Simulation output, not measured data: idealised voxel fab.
Process module heading - voxel air gaps
Pictured: cross-section cut, 150 nm wide, on a grid of 5 nm square cells.
Cross-section format: a grid of square cells, given as bands from top to bottom; each band is one or more rows of cells. Heads up on the band format: heights come first, top then bottom, in nm. After that it's the materials left to right, each with its width in nm. A single material flagged "throughout" fills the whole band edge to edge, and "air" means there's empty space there. All heights in this document are referenced to 0, defined as the level beneath which the wafer, as received, consists entirely of one material. The lowest band is not bounded below; it extends indefinitely downward and is written in the form "0 down". The width entry "30 to 40" should be interpreted row by row: the top row of cells in the band takes the first number, the bottom row takes the second number, and the change between adjacent rows is uniform throughout. No cell of the cross-section changed in a step that is given as "nothing altered". The label "Tabulated closed voids" introduces a list of the empty spaces, 8 cells or larger, that have no open way up to the top; each entry in it reads width x height at distance, where the distance is taken from the left edge and all three are stated in nm. Formally, on a step line, whatever follows the settings is a remark that the simulator itself makes on the step. On any step carrying a mask, the "overlay nm" setting, if present on the step's line, tells how far right of its planned place the mask lay; negative values point to the left.
# Process steps foreseen in the plan
step 1: RECEIVE, material Si
step 2: CONFORMAL_DEP, material SiO2, thk nm 10
step 3: CONFORMAL_DEP, material SiN, thk nm 5
step 4: DIRECTIONAL_DEP, material SiO2, thk nm 30
step 5: MASKED_ETCH, tone open, mask id LINES, width nm 15, pitch nm 45, etch materials SiO2, depth nm 30, overlay nm -5
step 6: CONFORMAL_DEP, material TiN, thk nm 5
step 7: FILL_DEP, material Ru, thk nm 10
step 8: CMP, height nm 45
step 9: EPI, material Ru, thk nm 10
step 10: SELECTIVE_ETCH, etch materials SiO2, depth nm 40
step 11: CONFORMAL_DEP, material SiN, thk nm 5
For clarity, it should be stated that the wafers under discussion commence in an identical condition and differ with respect to the overlay nm of step 5, the plan indicating the value that the first wafer had.
# Cross-section of the first of several wafers as received (after step 1)
0 down: Si throughout
Tabulated closed voids: none
# Here is the cross-section of the first of several wafers at the end of the module, after its last step, step 11
60 to 55: SiN 135 nm / air 15 nm
55 to 45: SiN 5 nm / Ru 35 nm / SiN 10 nm / Ru 35 nm / SiN 10 nm / Ru 35 nm / SiN 5 nm / air 15 nm
45 to 40: SiN 15 nm / TiN 5 nm / Ru 5 nm / TiN 5 nm / SiN 30 nm / TiN 5 nm / Ru 5 nm / TiN 5 nm / SiN 30 nm / TiN 5 nm / Ru 5 nm / TiN 5 nm / SiN 15 nm / air 15 nm
40 to 20: air 10 nm / SiN 5 nm / TiN 5 nm / Ru 5 nm / TiN 5 nm / SiN 5 nm / air 20 nm / SiN 5 nm / TiN 5 nm / Ru 5 nm / TiN 5 nm / SiN 5 nm / air 20 nm / SiN 5 nm / TiN 5 nm / Ru 5 nm / TiN 5 nm / SiN 5 nm / air 25 nm
20 to 15: SiN 15 nm / TiN 15 nm / SiN 30 nm / TiN 15 nm / SiN 30 nm / TiN 15 nm / SiN 30 nm
15 to 10: SiN throughout
10 to 0: SiO2 throughout
0 down: Si throughout
Tabulated closed voids: 10 x 20 at 0; 20 x 20 at 35; 20 x 20 at 80
# Cross-section, last wafer, module completion
60 to 55: air 15 nm / SiN 135 nm
55 to 45: air 15 nm / SiN 5 nm / Ru 35 nm / SiN 10 nm / Ru 35 nm / SiN 10 nm / Ru 35 nm / SiN 5 nm
45 to 40: air 15 nm / SiN 15 nm / TiN 5 nm / Ru 5 nm / TiN 5 nm / SiN 30 nm / TiN 5 nm / Ru 5 nm / TiN 5 nm / SiN 30 nm / TiN 5 nm / Ru 5 nm / TiN 5 nm / SiN 15 nm
40 to 20: air 25 nm / SiN 5 nm / TiN 5 nm / Ru 5 nm / TiN 5 nm / SiN 5 nm / air 20 nm / SiN 5 nm / TiN 5 nm / Ru 5 nm / TiN 5 nm / SiN 5 nm / air 20 nm / SiN 5 nm / TiN 5 nm / Ru 5 nm / TiN 5 nm / SiN 5 nm / air 10 nm
20 to 15: SiN 30 nm / TiN 15 nm / SiN 30 nm / TiN 15 nm / SiN 30 nm / TiN 15 nm / SiN 15 nm
15 to 10: SiN throughout
10 to 0: SiO2 throughout
0 down: Si throughout
Tabulated closed voids: 20 x 20 at 50; 20 x 20 at 95; 10 x 20 at 140
# The table below has one row for each wafer; a row shows, as of the end of the module, how many cells of each material the wafer has gained, marked (+), or lost, marked (-), since it was received, and then the wafer's closed voids
overlay nm -5; +57 Ru; +132 SiN; +60 SiO2; +39 TiN; Tabulated closed voids: 10 x 20 at 0; 20 x 20 at 35; 20 x 20 at 80
overlay nm 0; +57 Ru; +132 SiN; +60 SiO2; +39 TiN; Tabulated closed voids: 20 x 20 at 40; 20 x 20 at 85
overlay nm 5; +57 Ru; +132 SiN; +60 SiO2; +39 TiN; Tabulated closed voids: 20 x 20 at 45; 20 x 20 at 90
overlay nm 10; +57 Ru; +132 SiN; +60 SiO2; +39 TiN; Tabulated closed voids: 20 x 20 at 50; 20 x 20 at 95; 10 x 20 at 140
